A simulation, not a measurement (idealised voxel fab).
process module | voxel gate over fins
cross-section cut | 255 nm wide | cells 5 nm
A cross-section is a grid of square cells, given in bands from the top down. A band is one or more rows of cells.
Each band's line starts with the height of the band's top and of its bottom, in nm. Then come its materials from left to right, each with its width in nm. One material with "throughout" fills the band from edge to edge. "air" is empty space.
Height 0 is the level under which the wafer as received is all one material. The lowest band goes on downwards, as in "0 down".
A width such as "30 to 40" changes by the same amount from each row of cells to the next, from the band's top row to its bottom row.
"no change" after a step means that no cell of the cross-section changed.
closed voids: empty space of 8 cells or more with no open way to the top, each as width x height at its distance from the left edge, in nm
after a step's settings: what the simulator itself notes on the step
overlay nm, on a step with a mask: how far to the right of its planned place the mask lay; to the left if negative
plan
1 op RECEIVE | material Si
2 op CONFORMAL_DEP | material SiN | thk nm 10
3 op PATTERN | tone cover | mask id FINS | material resist | width nm 15 | pitch nm 35 | thk nm 15 | overlay nm 0
4 op DIRECTIONAL_ETCH | etch materials SiN | depth nm 10
5 op DIRECTIONAL_ETCH | etch materials Si | depth nm 30
6 op STRIP | etch materials resist
7 op FILL_DEP | material SiO2 | thk nm 5
8 op CMP | height nm 10
9 op SELECTIVE_ETCH | etch materials SiO2 | depth nm 25
10 op STRIP | etch materials SiN
11 op CONFORMAL_DEP | material HfO2 | thk nm 5
12 op CONFORMAL_DEP | material TiN | thk nm 5
13 op CONFORMAL_DEP | material TiAl | thk nm 5
14 op CONFORMAL_DEP | material TiN | thk nm 5
15 op FILL_DEP | material W | thk nm 15
16 op CMP | height nm 30
17 op CONFORMAL_DEP | material SiN | thk nm 10
first wafer, as planned
as received, after step 1
  0 down: Si throughout
  closed voids: none
after step 2
  10 to 0: SiN throughout
  below 0: unchanged
after step 3
  25 to 10: air 65 | resist 15 | air 20 | resist 15 | air 20 | resist 15 | air 20 | resist 15 | air 70
  below 10: unchanged
after step 4
  25 to 10: air 65 | resist 15 | air 20 | resist 15 | air 20 | resist 15 | air 20 | resist 15 | air 70
  10 to 0: air 65 | SiN 15 | air 20 | SiN 15 | air 20 | SiN 15 | air 20 | SiN 15 | air 70
  below 0: unchanged
after step 5
  25 to 10: air 65 | resist 15 | air 20 | resist 15 | air 20 | resist 15 | air 20 | resist 15 | air 70
  10 to 0: air 65 | SiN 15 | air 20 | SiN 15 | air 20 | SiN 15 | air 20 | SiN 15 | air 70
  0 to -30: air 65 | Si 15 | air 20 | Si 15 | air 20 | Si 15 | air 20 | Si 15 | air 70
  below -30: unchanged
after step 6
  10 to 0: air 65 | SiN 15 | air 20 | SiN 15 | air 20 | SiN 15 | air 20 | SiN 15 | air 70
  below 0: unchanged
after step 7
  15 to 10: SiO2 throughout
  10 to 0: SiO2 65 | SiN 15 | SiO2 20 | SiN 15 | SiO2 20 | SiN 15 | SiO2 20 | SiN 15 | SiO2 70
  0 to -30: SiO2 65 | Si 15 | SiO2 20 | Si 15 | SiO2 20 | Si 15 | SiO2 20 | Si 15 | SiO2 70
  below -30: unchanged
after step 8
  10 to 0: SiO2 65 | SiN 15 | SiO2 20 | SiN 15 | SiO2 20 | SiN 15 | SiO2 20 | SiN 15 | SiO2 70
  below 0: unchanged
after step 9
  10 to 0: air 65 | SiN 15 | air 20 | SiN 15 | air 20 | SiN 15 | air 20 | SiN 15 | air 70
  0 to -15: air 65 | Si 15 | air 20 | Si 15 | air 20 | Si 15 | air 20 | Si 15 | air 70
  below -15: unchanged
after step 10
  0 to -15: air 65 | Si 15 | air 20 | Si 15 | air 20 | Si 15 | air 20 | Si 15 | air 70
  below -15: unchanged
after step 11
  5 to 0: air 60 | HfO2 25 | air 10 | HfO2 25 | air 10 | HfO2 25 | air 10 | HfO2 25 | air 65
  0 to -10: air 60 | HfO2 5 | Si 15 | HfO2 5 | air 10 | HfO2 5 | Si 15 | HfO2 5 | air 10 | HfO2 5 | Si 15 | HfO2 5 | air 10 | HfO2 5 | Si 15 | HfO2 5 | air 65
  -10 to -15: HfO2 65 | Si 15 | HfO2 20 | Si 15 | HfO2 20 | Si 15 | HfO2 20 | Si 15 | HfO2 70
  below -15: unchanged
after step 12
  10 to 5: air 55 | TiN 140 | air 60
  5 to 0: air 55 | TiN 5 | HfO2 25 | TiN 10 | HfO2 25 | TiN 10 | HfO2 25 | TiN 10 | HfO2 25 | TiN 5 | air 60
  0 to -5: air 55 | TiN 5 | HfO2 5 | Si 15 | HfO2 5 | TiN 10 | HfO2 5 | Si 15 | HfO2 5 | TiN 10 | HfO2 5 | Si 15 | HfO2 5 | TiN 10 | HfO2 5 | Si 15 | HfO2 5 | TiN 5 | air 60
  -5 to -10: TiN 60 | HfO2 5 | Si 15 | HfO2 5 | TiN 10 | HfO2 5 | Si 15 | HfO2 5 | TiN 10 | HfO2 5 | Si 15 | HfO2 5 | TiN 10 | HfO2 5 | Si 15 | HfO2 5 | TiN 65
  below -10: unchanged
after step 13
  15 to 10: air 50 | TiAl 150 | air 55
  10 to 5: air 50 | TiAl 5 | TiN 140 | TiAl 5 | air 55
  5 to 0: air 50 | TiAl 5 | TiN 5 | HfO2 25 | TiN 10 | HfO2 25 | TiN 10 | HfO2 25 | TiN 10 | HfO2 25 | TiN 5 | TiAl 5 | air 55
  0 to -5: TiAl 55 | TiN 5 | HfO2 5 | Si 15 | HfO2 5 | TiN 10 | HfO2 5 | Si 15 | HfO2 5 | TiN 10 | HfO2 5 | Si 15 | HfO2 5 | TiN 10 | HfO2 5 | Si 15 | HfO2 5 | TiN 5 | TiAl 60
  below -5: unchanged
after step 14
  20 to 15: air 45 | TiN 160 | air 50
  15 to 10: air 45 | TiN 5 | TiAl 150 | TiN 5 | air 50
  10 to 5: air 45 | TiN 5 | TiAl 5 | TiN 140 | TiAl 5 | TiN 5 | air 50
  5 to 0: TiN 50 | TiAl 5 | TiN 5 | HfO2 25 | TiN 10 | HfO2 25 | TiN 10 | HfO2 25 | TiN 10 | HfO2 25 | TiN 5 | TiAl 5 | TiN 55
  below 0: unchanged
after step 15
  35 to 20: W throughout
  20 to 15: W 45 | TiN 160 | W 50
  15 to 10: W 45 | TiN 5 | TiAl 150 | TiN 5 | W 50
  10 to 5: W 45 | TiN 5 | TiAl 5 | TiN 140 | TiAl 5 | TiN 5 | W 50
  below 5: unchanged
after step 16
  30 to 20: W throughout
  below 20: unchanged
after step 17
  40 to 30: SiN throughout
  below 30: unchanged
second wafer: like start, like plan, one mistake. Through step 2 it matches the first wafer
when step 3 should have ended
  25 to 10: air 65 | resist 20 | air 15 | resist 20 | air 15 | resist 20 | air 15 | resist 20 | air 65
  below 10: unchanged
when step 4 should have ended
  25 to 10: air 65 | resist 20 | air 15 | resist 20 | air 15 | resist 20 | air 15 | resist 20 | air 65
  10 to 0: air 65 | SiN 20 | air 15 | SiN 20 | air 15 | SiN 20 | air 15 | SiN 20 | air 65
  below 0: unchanged
when step 5 should have ended
  25 to 10: air 65 | resist 20 | air 15 | resist 20 | air 15 | resist 20 | air 15 | resist 20 | air 65
  10 to 0: air 65 | SiN 20 | air 15 | SiN 20 | air 15 | SiN 20 | air 15 | SiN 20 | air 65
  0 to -30: air 65 | Si 20 | air 15 | Si 20 | air 15 | Si 20 | air 15 | Si 20 | air 65
  below -30: unchanged
when step 6 should have ended
  10 to 0: air 65 | SiN 20 | air 15 | SiN 20 | air 15 | SiN 20 | air 15 | SiN 20 | air 65
  below 0: unchanged
when step 7 should have ended
  15 to 10: SiO2 throughout
  10 to 0: SiO2 65 | SiN 20 | SiO2 15 | SiN 20 | SiO2 15 | SiN 20 | SiO2 15 | SiN 20 | SiO2 65
  0 to -30: SiO2 65 | Si 20 | SiO2 15 | Si 20 | SiO2 15 | Si 20 | SiO2 15 | Si 20 | SiO2 65
  below -30: unchanged
when step 8 should have ended
  10 to 0: SiO2 65 | SiN 20 | SiO2 15 | SiN 20 | SiO2 15 | SiN 20 | SiO2 15 | SiN 20 | SiO2 65
  below 0: unchanged
when step 9 should have ended
  10 to 0: air 65 | SiN 20 | air 15 | SiN 20 | air 15 | SiN 20 | air 15 | SiN 20 | air 65
  0 to -15: air 65 | Si 20 | air 15 | Si 20 | air 15 | Si 20 | air 15 | Si 20 | air 65
  below -15: unchanged
when step 10 should have ended
  0 to -15: air 65 | Si 20 | air 15 | Si 20 | air 15 | Si 20 | air 15 | Si 20 | air 65
  below -15: unchanged
when step 11 should have ended
  5 to 0: air 60 | HfO2 30 | air 5 | HfO2 30 | air 5 | HfO2 30 | air 5 | HfO2 30 | air 60
  0 to -10: air 60 | HfO2 5 | Si 20 | HfO2 5 | air 5 | HfO2 5 | Si 20 | HfO2 5 | air 5 | HfO2 5 | Si 20 | HfO2 5 | air 5 | HfO2 5 | Si 20 | HfO2 5 | air 60
  -10 to -15: HfO2 65 | Si 20 | HfO2 15 | Si 20 | HfO2 15 | Si 20 | HfO2 15 | Si 20 | HfO2 65
  below -15: unchanged
when step 12 should have ended
  10 to 5: air 55 | TiN 145 | air 55
  5 to 0: air 55 | TiN 5 | HfO2 30 | TiN 5 | HfO2 30 | TiN 5 | HfO2 30 | TiN 5 | HfO2 30 | TiN 5 | air 55
  0 to -5: air 55 | TiN 5 | HfO2 5 | Si 20 | HfO2 5 | TiN 5 | HfO2 5 | Si 20 | HfO2 5 | TiN 5 | HfO2 5 | Si 20 | HfO2 5 | TiN 5 | HfO2 5 | Si 20 | HfO2 5 | TiN 5 | air 55
  -5 to -10: TiN 60 | HfO2 5 | Si 20 | HfO2 5 | TiN 5 | HfO2 5 | Si 20 | HfO2 5 | TiN 5 | HfO2 5 | Si 20 | HfO2 5 | TiN 5 | HfO2 5 | Si 20 | HfO2 5 | TiN 60
  below -10: unchanged
when step 13 should have ended
  15 to 10: air 50 | TiAl 155 | air 50
  10 to 5: air 50 | TiAl 5 | TiN 145 | TiAl 5 | air 50
  5 to 0: air 50 | TiAl 5 | TiN 5 | HfO2 30 | TiN 5 | HfO2 30 | TiN 5 | HfO2 30 | TiN 5 | HfO2 30 | TiN 5 | TiAl 5 | air 50
  0 to -5: TiAl 55 | TiN 5 | HfO2 5 | Si 20 | HfO2 5 | TiN 5 | HfO2 5 | Si 20 | HfO2 5 | TiN 5 | HfO2 5 | Si 20 | HfO2 5 | TiN 5 | HfO2 5 | Si 20 | HfO2 5 | TiN 5 | TiAl 55
  below -5: unchanged
when step 14 should have ended
  20 to 15: air 45 | TiN 165 | air 45
  15 to 10: air 45 | TiN 5 | TiAl 155 | TiN 5 | air 45
  10 to 5: air 45 | TiN 5 | TiAl 5 | TiN 145 | TiAl 5 | TiN 5 | air 45
  5 to 0: TiN 50 | TiAl 5 | TiN 5 | HfO2 30 | TiN 5 | HfO2 30 | TiN 5 | HfO2 30 | TiN 5 | HfO2 30 | TiN 5 | TiAl 5 | TiN 50
  below 0: unchanged
when step 15 should have ended
  35 to 20: W throughout
  20 to 15: W 45 | TiN 165 | W 45
  15 to 10: W 45 | TiN 5 | TiAl 155 | TiN 5 | W 45
  10 to 5: W 45 | TiN 5 | TiAl 5 | TiN 145 | TiAl 5 | TiN 5 | W 45
  below 5: unchanged
when step 16 should have ended
  30 to 20: W throughout
  below 20: unchanged
when step 17 should have ended
  40 to 30: SiN throughout
  below 30: unchanged
what went wrong: step 3 ran as: op PATTERN | tone cover | mask id FINS | material resist | width nm 20 | pitch nm 35 | thk nm 15 | overlay nm 0
at the end the second wafer has, in cells: 24 more of Si | 12 fewer of SiO2 | 9 fewer of TiN | 3 fewer of W
